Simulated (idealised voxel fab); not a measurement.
Module name: voxel capacitor over wiring (process module)
Pictured: cross-section cut, 220 nm wide, on a grid of 5 nm square cells.
Notation: cross-section as square-cell grid; stated in bands, top first, going down; one or more cell rows per band. Top height, bottom height, nm. Materials left to right, width each, nm. Single material + "edge to edge" = fills band edge to edge. "blank" = empty. We count height from 0. Below that, the starting wafer is all one material. The lowest band never ends at the bottom but goes on down; see "0 down" for how that is written. Width "30..40": first value at the band's top row of cells, second value at its bottom row, equal change from row to row. For the purposes of this document, the phrase "remains unaltered" attached to a step denotes that no cell within the cross-section was modified by that step. Enclosed voids (no open way to top), threshold 8 cells or more, entry "Sealed void list", notation width x height at distance, distance from left edge, nm. Note: text after step settings on the step line = simulator remark on that step. Regarding "overlay nm": on a step with a mask, it is the distance the mask lay to the right of its planned place; a negative value places it to the left.

[Planned step list for the process]
1 RECEIVE [material Si]
2 CONFORMAL_DEP [material SiO2] [thk nm 10]
3 CONFORMAL_DEP [material SiCN] [thk nm 5]
4 DIRECTIONAL_DEP [material lowk] [thk nm 15]
5 PATTERN [tone open] [mask id METAL_1] [material resist] [width nm 30] [pitch nm 85] [thk nm 15] [overlay nm 0]
6 DIRECTIONAL_ETCH [etch materials lowk] [depth nm 15]
7 DIRECTIONAL_ETCH [etch materials SiCN] [depth nm 5]
8 STRIP [etch materials resist]
9 CONFORMAL_DEP [material TiN] [thk nm 5]
10 FILL_DEP [material W] [thk nm 10]
11 CMP [height nm 30]
12 CONFORMAL_DEP [material SiCN] [thk nm 5]
13 DIRECTIONAL_DEP [material lowk] [thk nm 10]
14 DIRECTIONAL_DEP [material aC] [thk nm 15]
15 PATTERN [tone open] [mask id PLUG_1] [material resist] [width nm 15] [thk nm 30] [overlay nm 0]
16 DIRECTIONAL_ETCH [etch materials aC] [depth nm 15]
17 STRIP [etch materials resist]
18 DIRECTIONAL_ETCH [etch materials lowk] [depth nm 10]
19 DIRECTIONAL_ETCH [etch materials SiCN] [depth nm 5]
20 STRIP [etch materials aC]
21 EPI [material Ru] [thk nm 10]
22 EPI [material Ru] [thk nm 5]
23 DIRECTIONAL_DEP [material TiN] [thk nm 5]
24 DIRECTIONAL_DEP [material Al2O3] [thk nm 5]
25 DIRECTIONAL_DEP [material TiN] [thk nm 5]
26 PATTERN [tone cover] [mask id UPPER_PLATE] [material resist] [width nm 60] [thk nm 20] [overlay nm 0]
27 DIRECTIONAL_ETCH [etch materials TiN] [depth nm 5]
28 DIRECTIONAL_ETCH [etch materials Al2O3] [depth nm 5]
29 STRIP [etch materials resist]
30 DIRECTIONAL_DEP [material aC] [thk nm 15]
31 PATTERN [tone cover] [mask id LOWER_PLATE] [material resist] [width nm 70] [thk nm 30] [overlay nm 0]
32 DIRECTIONAL_ETCH [etch materials aC] [depth nm 15]
33 STRIP [etch materials resist]
34 DIRECTIONAL_ETCH [etch materials TiN] [depth nm 5]
35 STRIP [etch materials aC]
36 FILL_DEP [material SiO2] [thk nm 20]
37 CMP [height nm 75]
38 PATTERN [tone open] [mask id PLUG_2] [material resist] [width nm 15] [thk nm 15] [overlay nm 0]
39 DIRECTIONAL_ETCH [etch materials SiO2] [depth nm 15]
40 STRIP [etch materials resist]
41 CONFORMAL_DEP [material TiN] [thk nm 5]
42 FILL_DEP [material Cu] [thk nm 10]
43 CMP [height nm 75]
44 CONFORMAL_DEP [material SiN] [thk nm 5]

[So, the first of our two wafers, run just as we planned it]

[Delivered wafer in cross-section: state after step 1]
	0 down = Si edge to edge
	Sealed void list: none

[Cross-section through the wafer, step 2 finished]
	10 to 0 = SiO2 edge to edge
	Lower than 0, everything is as it was.

[Cross-section through the wafer, step 3 finished]
	15 to 10 = SiCN edge to edge
	Lower than 10, everything is as it was.

[Cross-section through the wafer, step 4 finished]
	30 to 15 = lowk edge to edge
	Lower than 15, everything is as it was.

[Cross-section through the wafer, step 5 finished]
	45 to 30 = resist 50 nm | blank 30 nm | resist 55 nm | blank 30 nm | resist 55 nm
	Lower than 30, everything is as it was.

[Cross-section through the wafer, step 6 finished]
	45 to 30 = resist 50 nm | blank 30 nm | resist 55 nm | blank 30 nm | resist 55 nm
	30 to 15 = lowk 50 nm | blank 30 nm | lowk 55 nm | blank 30 nm | lowk 55 nm
	Lower than 15, everything is as it was.

[Cross-section through the wafer, step 7 finished]
	45 to 30 = resist 50 nm | blank 30 nm | resist 55 nm | blank 30 nm | resist 55 nm
	30 to 15 = lowk 50 nm | blank 30 nm | lowk 55 nm | blank 30 nm | lowk 55 nm
	15 to 10 = SiCN 50 nm | blank 30 nm | SiCN 55 nm | blank 30 nm | SiCN 55 nm
	Lower than 10, everything is as it was.

[Cross-section through the wafer, step 8 finished]
	30 to 15 = lowk 50 nm | blank 30 nm | lowk 55 nm | blank 30 nm | lowk 55 nm
	Lower than 15, everything is as it was.

[Cross-section through the wafer, step 9 finished]
	35 to 30 = TiN 55 nm | blank 20 nm | TiN 65 nm | blank 20 nm | TiN 60 nm
	30 to 15 = lowk 50 nm | TiN 5 nm | blank 20 nm | TiN 5 nm | lowk 55 nm | TiN 5 nm | blank 20 nm | TiN 5 nm | lowk 55 nm
	15 to 10 = SiCN 50 nm | TiN 30 nm | SiCN 55 nm | TiN 30 nm | SiCN 55 nm
	Lower than 10, everything is as it was.

[Cross-section through the wafer, step 10 finished]
	45 to 35 = W edge to edge
	35 to 30 = TiN 55 nm | W 20 nm | TiN 65 nm | W 20 nm | TiN 60 nm
	30 to 15 = lowk 50 nm | TiN 5 nm | W 20 nm | TiN 5 nm | lowk 55 nm | TiN 5 nm | W 20 nm | TiN 5 nm | lowk 55 nm
	Lower than 15, everything is as it was.

[Cross-section through the wafer, step 11 finished]
	30 to 15 = lowk 50 nm | TiN 5 nm | W 20 nm | TiN 5 nm | lowk 55 nm | TiN 5 nm | W 20 nm | TiN 5 nm | lowk 55 nm
	Lower than 15, everything is as it was.

[Cross-section through the wafer, step 12 finished]
	35 to 30 = SiCN edge to edge
	Lower than 30, everything is as it was.

[Cross-section through the wafer, step 13 finished]
	45 to 35 = lowk edge to edge
	Lower than 35, everything is as it was.

[Cross-section through the wafer, step 14 finished]
	60 to 45 = aC edge to edge
	Lower than 45, everything is as it was.

[Cross-section through the wafer, step 15 finished]
	90 to 60 = resist 65 nm | blank 15 nm | resist 140 nm
	Lower than 60, everything is as it was.

[Cross-section through the wafer, step 16 finished]
	75 to 60 = resist 65 nm | blank 15 nm | resist 140 nm
	60 to 45 = aC 65 nm | blank 15 nm | aC 140 nm
	Lower than 45, everything is as it was.

[Cross-section through the wafer, step 17 finished]
	60 to 45 = aC 65 nm | blank 15 nm | aC 140 nm
	Lower than 45, everything is as it was.

[Cross-section through the wafer, step 18 finished]
	60 to 45 = aC 65 nm | blank 15 nm | aC 140 nm
	45 to 35 = lowk 65 nm | blank 15 nm | lowk 140 nm
	Lower than 35, everything is as it was.

[Cross-section through the wafer, step 19 finished]
	60 to 45 = aC 65 nm | blank 15 nm | aC 140 nm
	45 to 35 = lowk 65 nm | blank 15 nm | lowk 140 nm
	35 to 30 = SiCN 65 nm | blank 15 nm | SiCN 140 nm
	Lower than 30, everything is as it was.

[Cross-section through the wafer, step 20 finished]
	45 to 35 = lowk 65 nm | blank 15 nm | lowk 140 nm
	Lower than 35, everything is as it was.

[Cross-section through the wafer, step 21 finished]
	45 to 40 = lowk 65 nm | blank 15 nm | lowk 140 nm
	40 to 35 = lowk 65 nm | Ru 15 nm | lowk 140 nm
	35 to 30 = SiCN 65 nm | Ru 15 nm | SiCN 140 nm
	Lower than 30, everything is as it was.

[Cross-section through the wafer, step 22 finished]
	45 to 35 = lowk 65 nm | Ru 15 nm | lowk 140 nm
	Lower than 35, everything is as it was.

[Cross-section through the wafer, step 23 finished]
	50 to 45 = TiN edge to edge
	Lower than 45, everything is as it was.

[Cross-section through the wafer, step 24 finished]
	55 to 50 = Al2O3 edge to edge
	Lower than 50, everything is as it was.

[Cross-section through the wafer, step 25 finished]
	60 to 55 = TiN edge to edge
	Lower than 55, everything is as it was.

[Cross-section through the wafer, step 26 finished]
	80 to 60 = blank 65 nm | resist 60 nm | blank 95 nm
	Lower than 60, everything is as it was.

[Cross-section through the wafer, step 27 finished]
	80 to 60 = blank 65 nm | resist 60 nm | blank 95 nm
	60 to 55 = blank 65 nm | TiN 60 nm | blank 95 nm
	Lower than 55, everything is as it was.

[Cross-section through the wafer, step 28 finished]
	80 to 60 = blank 65 nm | resist 60 nm | blank 95 nm
	60 to 55 = blank 65 nm | TiN 60 nm | blank 95 nm
	55 to 50 = blank 65 nm | Al2O3 60 nm | blank 95 nm
	Lower than 50, everything is as it was.

[Cross-section through the wafer, step 29 finished]
	60 to 55 = blank 65 nm | TiN 60 nm | blank 95 nm
	Lower than 55, everything is as it was.

[Cross-section through the wafer, step 30 finished]
	75 to 65 = blank 65 nm | aC 60 nm | blank 95 nm
	65 to 60 = aC edge to edge
	60 to 55 = aC 65 nm | TiN 60 nm | aC 95 nm
	55 to 50 = aC 65 nm | Al2O3 60 nm | aC 95 nm
	Lower than 50, everything is as it was.

[Cross-section through the wafer, step 31 finished]
	105 to 75 = blank 60 nm | resist 70 nm | blank 90 nm
	75 to 65 = blank 60 nm | resist 5 nm | aC 60 nm | resist 5 nm | blank 90 nm
	Lower than 65, everything is as it was.

[Cross-section through the wafer, step 32 finished]
	90 to 75 = blank 60 nm | resist 70 nm | blank 90 nm
	75 to 65 = blank 60 nm | resist 5 nm | aC 60 nm | resist 5 nm | blank 90 nm
	65 to 60 = blank 60 nm | aC 70 nm | blank 90 nm
	60 to 55 = blank 60 nm | aC 5 nm | TiN 60 nm | aC 5 nm | blank 90 nm
	55 to 50 = blank 60 nm | aC 5 nm | Al2O3 60 nm | aC 5 nm | blank 90 nm
	Lower than 50, everything is as it was.

[Cross-section through the wafer, step 33 finished]
	75 to 65 = blank 65 nm | aC 60 nm | blank 95 nm
	Lower than 65, everything is as it was.

[Cross-section through the wafer, step 34 finished]
	75 to 65 = blank 65 nm | aC 60 nm | blank 95 nm
	65 to 60 = blank 60 nm | aC 70 nm | blank 90 nm
	60 to 55 = blank 60 nm | aC 5 nm | TiN 60 nm | aC 5 nm | blank 90 nm
	55 to 50 = blank 60 nm | aC 5 nm | Al2O3 60 nm | aC 5 nm | blank 90 nm
	50 to 45 = blank 60 nm | TiN 70 nm | blank 90 nm
	Lower than 45, everything is as it was.

[Cross-section through the wafer, step 35 finished]
	60 to 55 = blank 65 nm | TiN 60 nm | blank 95 nm
	55 to 50 = blank 65 nm | Al2O3 60 nm | blank 95 nm
	Lower than 50, everything is as it was.

[Cross-section through the wafer, step 36 finished]
	80 to 60 = SiO2 edge to edge
	60 to 55 = SiO2 65 nm | TiN 60 nm | SiO2 95 nm
	55 to 50 = SiO2 65 nm | Al2O3 60 nm | SiO2 95 nm
	50 to 45 = SiO2 60 nm | TiN 70 nm | SiO2 90 nm
	Lower than 45, everything is as it was.

[Cross-section through the wafer, step 37 finished]
	75 to 60 = SiO2 edge to edge
	Lower than 60, everything is as it was.

[Cross-section through the wafer, step 38 finished]
	90 to 75 = resist 75 nm | blank 15 nm | resist 130 nm
	Lower than 75, everything is as it was.

[Cross-section through the wafer, step 39 finished]
	90 to 75 = resist 75 nm | blank 15 nm | resist 130 nm
	75 to 60 = SiO2 75 nm | blank 15 nm | SiO2 130 nm
	Lower than 60, everything is as it was.

[Cross-section through the wafer, step 40 finished]
	75 to 60 = SiO2 75 nm | blank 15 nm | SiO2 130 nm
	Lower than 60, everything is as it was.

[Cross-section through the wafer, step 41 finished]
	80 to 75 = TiN 80 nm | blank 5 nm | TiN 135 nm
	75 to 65 = SiO2 75 nm | TiN 5 nm | blank 5 nm | TiN 5 nm | SiO2 130 nm
	65 to 55 = SiO2 75..65 nm | TiN 15..60 nm | SiO2 130..95 nm
	Lower than 55, everything is as it was.

[Cross-section through the wafer, step 42 finished]
	90 to 80 = Cu edge to edge
	80 to 75 = TiN 80 nm | Cu 5 nm | TiN 135 nm
	75 to 65 = SiO2 75 nm | TiN 5 nm | Cu 5 nm | TiN 5 nm | SiO2 130 nm
	Lower than 65, everything is as it was.

[Cross-section through the wafer, step 43 finished]
	75 to 65 = SiO2 75 nm | TiN 5 nm | Cu 5 nm | TiN 5 nm | SiO2 130 nm
	Lower than 65, everything is as it was.

[Cross-section through the wafer, step 44 finished]
	80 to 75 = SiN edge to edge
	Lower than 75, everything is as it was.

[Here the second wafer is described. Its start and its plan were those of the first wafer. Its run contained one mistake. Up to and including step 43, it did exactly what the first wafer did]

[Cross-section, second wafer, at the end time the plan gives for step 44]
	80 to 75 = TiN edge to edge
	Lower than 75, everything is as it was.
Processing error: for step 44, the planned setting was not used; the step was instead run as CONFORMAL_DEP [material TiN] [thk nm 5]
at the end the second wafer has, in cells: -44 SiN | +44 TiN
